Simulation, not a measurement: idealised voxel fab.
Title: Process Module voxel ribs on slabs
Section shown: cut. Width: 190 nm. Cell size: 5 nm, square.
Cross-section layout: square cells on a grid; listed as bands, top to bottom; a band spans one or more cell rows. In this notation a band is specified by the heights of its top and bottom, in that order and in nm, after which its materials appear from left to right, each paired with its width in nm. The word "full width" attached to a single material means that material fills the band from edge to edge; the word "empty" stands for empty space. Heights are expressed relative to 0, this being the level below which the as-received wafer comprises one material exclusively. The lowest band is unbounded in the downward direction and is denoted as in "0 and below". The width entry "30 to 40" should be interpreted row by row: the top row of cells in the band takes the first number, the bottom row takes the second number, and the change between adjacent rows is uniform throughout. No cell of the cross-section changed in a step that is given as "no change". Heads up: "Voids lacking openings" only lists the empty pockets with no open path to the top that are 8 cells or more, and it writes them as width x height at distance, distance from the left edge, in nm. Text after the settings on a step's line: the simulator's own remark on that step. overlay nm: mask offset rightward from planned place, masked step; negative means leftward offset.
# Planned step list for the process
1,RECEIVE (material Si)
2,DIRECTIONAL_DEP (material SiO2; thk nm 25)
3,DIRECTIONAL_DEP (material SiN; thk nm 15)
4,PATTERN (tone cover; mask id RIB; material resist; width nm 25; thk nm 20; overlay nm 0)
5,DIRECTIONAL_ETCH (etch materials SiN; depth nm 10)
6,STRIP (etch materials resist)
7,MASKED_ETCH (tone cover; mask id SLAB; width nm 75; etch materials SiN; depth nm 5; overlay nm 0)
8,FILL_DEP (material SiO2; thk nm 15)
9,CMP (height nm 50)
10,DIRECTIONAL_DEP (material W; thk nm 5)
11,PATTERN (tone cover; mask id HEATER; material resist; width nm 35; thk nm 20; overlay nm 0)
12,DIRECTIONAL_ETCH (etch materials W; depth nm 5)
13,STRIP (etch materials resist)
14,CONFORMAL_DEP (material SiN; thk nm 10)
# What follows covers the first of two wafers; it ran as planned
# The cross-section here shows the wafer as received, i.e. in its state after step 1
	0 and below = Si full width
	Voids lacking openings: none
# Wafer xsec, post step 2
	25 down to 0 = SiO2 full width
	Below 0 it's all the same as before, nothing changed down there.
# Wafer xsec, post step 3
	40 down to 25 = SiN full width
	Below 25 it's all the same as before, nothing changed down there.
# Wafer xsec, post step 4
	60 down to 40 = empty: 80 / resist: 25 / empty: 85
	Below 40 it's all the same as before, nothing changed down there.
# Wafer xsec, post step 5
	60 down to 40 = empty: 80 / resist: 25 / empty: 85
	40 down to 30 = empty: 80 / SiN: 25 / empty: 85
	Below 30 it's all the same as before, nothing changed down there.
# Wafer xsec, post step 6
	40 down to 30 = empty: 80 / SiN: 25 / empty: 85
	Below 30 it's all the same as before, nothing changed down there.
# Wafer xsec, post step 7
	40 down to 30 = empty: 80 / SiN: 25 / empty: 85
	30 down to 25 = empty: 55 / SiN: 75 / empty: 60
	Below 25 it's all the same as before, nothing changed down there.
# Wafer xsec, post step 8
	55 down to 40 = SiO2 full width
	40 down to 30 = SiO2: 80 / SiN: 25 / SiO2: 85
	30 down to 25 = SiO2: 55 / SiN: 75 / SiO2: 60
	Below 25 it's all the same as before, nothing changed down there.
# Wafer xsec, post step 9
	50 down to 40 = SiO2 full width
	Below 40 it's all the same as before, nothing changed down there.
# Wafer xsec, post step 10
	55 down to 50 = W full width
	Below 50 it's all the same as before, nothing changed down there.
# Wafer xsec, post step 11
	75 down to 55 = empty: 75 / resist: 35 / empty: 80
	Below 55 it's all the same as before, nothing changed down there.
# Wafer xsec, post step 12
	75 down to 55 = empty: 75 / resist: 35 / empty: 80
	55 down to 50 = empty: 75 / W: 35 / empty: 80
	Below 50 it's all the same as before, nothing changed down there.
# Wafer xsec, post step 13
	55 down to 50 = empty: 75 / W: 35 / empty: 80
	Below 50 it's all the same as before, nothing changed down there.
# Wafer xsec, post step 14
	65 down to 60 = empty: 65 / SiN: 55 / empty: 70
	60 down to 55 = SiN full width
	55 down to 50 = SiN: 75 / W: 35 / SiN: 80
	Below 50 it's all the same as before, nothing changed down there.
# Wafer two of the pair: same origin, same plan, one error during the run; identical to wafer one up to and including step 6
# X-section, second wafer, when step 7 was due to finish
	35 down to 30 = empty: 80 / SiN: 25 / empty: 85
	30 down to 25 = SiN: 55 / empty: 25 / SiN: 25 / empty: 25 / SiN: 60
	Below 25 it's all the same as before, nothing changed down there.
# X-section, second wafer, when step 8 was due to finish
	50 down to 35 = SiO2 full width
	35 down to 30 = SiO2: 80 / SiN: 25 / SiO2: 85
	30 down to 25 = SiN: 55 / SiO2: 25 / SiN: 25 / SiO2: 25 / SiN: 60
	Below 25 it's all the same as before, nothing changed down there.
X-section, second wafer, when step 9 was due to finish: no change
# X-section, second wafer, when step 10 was due to finish
	55 down to 50 = W full width
	Below 50 it's all the same as before, nothing changed down there.
# X-section, second wafer, when step 11 was due to finish
	75 down to 55 = empty: 75 / resist: 35 / empty: 80
	Below 55 it's all the same as before, nothing changed down there.
# X-section, second wafer, when step 12 was due to finish
	75 down to 55 = empty: 75 / resist: 35 / empty: 80
	55 down to 50 = empty: 75 / W: 35 / empty: 80
	Below 50 it's all the same as before, nothing changed down there.
# X-section, second wafer, when step 13 was due to finish
	55 down to 50 = empty: 75 / W: 35 / empty: 80
	Below 50 it's all the same as before, nothing changed down there.
# X-section, second wafer, when step 14 was due to finish
	65 down to 60 = empty: 65 / SiN: 55 / empty: 70
	60 down to 55 = SiN full width
	55 down to 50 = SiN: 75 / W: 35 / SiN: 80
	Below 50 it's all the same as before, nothing changed down there.
The plan and the run diverged here: step 7 went in with a setting other than planned; the actual run was MASKED_ETCH (tone open; mask id SLAB; width nm 75; etch materials SiN; depth nm 5; overlay nm 0)
Bottom line after processing is that, in cells, the second wafer is up or down on some materials versus the first: SiN +8 | SiO2 -8
